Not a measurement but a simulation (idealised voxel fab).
process module | voxel gate over fins
The figure presents cross-section cut, which has a width of 290 nm and is divided into square cells with an edge length of 5 nm.
The cross-sections in this document take the form of a grid made of square cells. They are written out as bands, in order from top to bottom. Each band consists of one or more rows of cells.
In this notation a band is specified by the heights of its top and bottom, in that order and in nm, after which its materials appear from left to right, each paired with its width in nm. The word "throughout" attached to a single material means that material fills the band from edge to edge; the word "air" stands for empty space.
Measure heights from 0. That's the level where, below it, the as-received wafer is all one material. The lowest band is bottomless and extends downward; write it as in "0..down".
The two numbers in a width such as "30->40" mark its ends across the band: the first belongs to the top row of cells, the second to the bottom row, and from each row to the next the width moves by the same amount.
"everything unchanged" (step): cross-section cells unchanged, all of them.
If an empty space has no open way to the top and is at least 8 cells in size, "Unvented cavities" lists it, written width x height at distance, where distance is measured from the left edge and every value is in nm.
On each step's line, the part that comes after the settings is the simulator's own comment on the step.
On any step carrying a mask, the "overlay nm" setting, if present on the step's line, tells how far right of its planned place the mask lay; negative values point to the left.

**The following list gives the planned process steps**
1: RECEIVE | material Si
2: CONFORMAL_DEP | material SiN | thk nm 10
3: PATTERN | tone cover | mask id FINS | material resist | width nm 15 | pitch nm 35 | thk nm 20 | overlay nm 0
4: DIRECTIONAL_ETCH | etch materials SiN | depth nm 10
5: DIRECTIONAL_ETCH | etch materials Si | depth nm 35
6: STRIP | etch materials resist
7: OXIDIZE | depth nm 5
8: FILL_DEP | material SiO2 | thk nm 10
9: CMP | height nm 10
10: SELECTIVE_ETCH | etch materials SiO2 | depth nm 25
11: STRIP | etch materials SiN
12: CONFORMAL_DEP | material HfO2 | thk nm 5
13: CONFORMAL_DEP | material TiN | thk nm 5
14: FILL_DEP | material W | thk nm 10
15: CMP | height nm 15
16: CONFORMAL_DEP | material SiCN | thk nm 10

**Cross-section, incoming material, after step 1**
* 0..down  Si throughout
* Unvented cavities: none

**Cross-sectional view of the first of the two wafers upon completion of the module, processed in accordance with the plan**
* 25..15  SiCN throughout
* 15..10  W throughout
* 10..5  115 of W, 25 of TiN, 10 of W, 25 of TiN, 115 of W
* 5..0  115 of W, 5 of TiN, 15 of HfO2, 5 of TiN, 10 of W, 5 of TiN, 15 of HfO2, 5 of TiN, 115 of W
* 0..-5  115 of W, 5 of TiN, 5 of HfO2, 5 of Si, 5 of HfO2, 5 of TiN, 10 of W, 5 of TiN, 5 of HfO2, 5 of Si, 5 of HfO2, 5 of TiN, 115 of W
* -5..-10  120 of TiN, 5 of HfO2, 5 of Si, 5 of HfO2, 20 of TiN, 5 of HfO2, 5 of Si, 5 of HfO2, 120 of TiN
* -10..-15  125 of HfO2, 5 of Si, 30 of HfO2, 5 of Si, 125 of HfO2
* -15..-40  125 of SiO2, 5 of Si, 30 of SiO2, 5 of Si, 125 of SiO2
* -40..down  Si throughout
* Unvented cavities: none

**Presented here is a cross-section of the second of the two wafers as it stood at the end of the module. It was started in the same manner and assigned the same plan as the first wafer; however, one mistake was made in its execution**
* 25..15  SiCN throughout
* 15..10  W throughout
* 10..5  115 of W, 25 of TiN, 10 of W, 25 of TiN, 115 of W
* 5..0  115 of W, 5 of TiN, 15 of HfO2, 5 of TiN, 10 of W, 5 of TiN, 15 of HfO2, 5 of TiN, 115 of W
* 0..-5  115 of W, 5 of TiN, 5 of HfO2, 5 of Si, 5 of HfO2, 5 of TiN, 10 of W, 5 of TiN, 5 of HfO2, 5 of Si, 5 of HfO2, 5 of TiN, 115 of W
* -5..-10  120 of TiN, 5 of HfO2, 5 of Si, 5 of HfO2, 20 of TiN, 5 of HfO2, 5 of Si, 5 of HfO2, 120 of TiN
* -10..-15  125 of HfO2, 5 of Si, 30 of HfO2, 5 of Si, 125 of HfO2
* -15..-45  125 of SiO2, 5 of Si, 30 of SiO2, 5 of Si, 125 of SiO2
* -45..down  Si throughout
* Unvented cavities: none
Where did the run depart from the plan? step 5 was processed under conditions differing from the plan, specifically as DIRECTIONAL_ETCH | etch materials Si | depth nm 40
Bottom line after processing is that, in cells, the second wafer is up or down on some materials versus the first: Si: 56 fewer | SiO2: 56 more
